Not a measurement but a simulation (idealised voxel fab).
process module | voxel self aligned contacts
cross-section cut | 225 nm wide | cells 5 nm
A cross-section is a grid of square cells, given in bands from the top down. A band is one or more rows of cells.
Each band's line starts with the height of the band's top and of its bottom, in nm. Then come its materials from left to right, each with its width in nm. One material with "throughout" fills the band from edge to edge. "air" is empty space.
Height 0 is the level under which the wafer as received is all one material. The lowest band goes on downwards, as in "0 down".
A width such as "30 to 40" changes by the same amount from each row of cells to the next, from the band's top row to its bottom row.
"no change" after a step means that no cell of the cross-section changed.
closed voids: empty space of 8 cells or more with no open way to the top, each as width x height at its distance from the left edge, in nm
after a step's settings: what the simulator itself notes on the step
overlay nm, on a step with a mask: how far to the right of its planned place the mask lay; to the left if negative
plan
1 op RECEIVE | material Si
2 op OXIDIZE | depth nm 5
3 op DIRECTIONAL_DEP | material polySi | thk nm 20
4 op DIRECTIONAL_DEP | material SiN | thk nm 15
5 op MASKED_ETCH | tone cover | mask id GATE | width nm 30 | pitch nm 55 | etch materials SiN | depth nm 15 | overlay nm 0
6 op MASKED_ETCH | tone cover | mask id GATE | width nm 30 | pitch nm 55 | etch materials polySi | depth nm 30 | overlay nm 0
7 op CONFORMAL_DEP | material SiN | thk nm 5
8 op DIRECTIONAL_ETCH | etch materials SiN | depth nm 5
9 op FILL_DEP | material SiO2 | thk nm 20
10 op CMP | height nm 55
11 op MASKED_ETCH | tone open | mask id CONTACT | width nm 35 | pitch nm 55 | etch materials SiO2 | depth nm 60 | overlay nm 0
12 op CONFORMAL_DEP | material TiN | thk nm 5
13 op FILL_DEP | material W | thk nm 10
14 op CMP | height nm 55
15 op CONFORMAL_DEP | material SiN | thk nm 5
varied across the wafers: thk nm of step 3. The plan shows the first wafer's value. All wafers start alike
first wafer as received, after step 1
  0 down: Si throughout
  closed voids: none
each wafer at the end: cells of each material gained (+) or lost (-) since it was received, then its closed voids
thk nm 20 | -45 Si | +141 SiN | +268 SiO2 | +58 TiN | +46 W | +72 polySi | closed voids: none
thk nm 25 | -45 Si | +147 SiN | +252 SiO2 | +58 TiN | +38 W | +90 polySi | closed voids: none
thk nm 30 | -45 Si | +153 SiN | +236 SiO2 | +58 TiN | +30 W | +108 polySi | closed voids: none
thk nm 35 | -45 Si | +153 SiN | +211 SiO2 | +50 TiN | +18 W | +153 polySi | closed voids: none
thk nm 40 | -45 Si | +153 SiN | +180 SiO2 | +38 TiN | +16 W | +198 polySi | closed voids: none
thk nm 45 | -45 Si | +129 SiN | +165 SiO2 | +34 TiN | +14 W | +243 polySi | closed voids: none
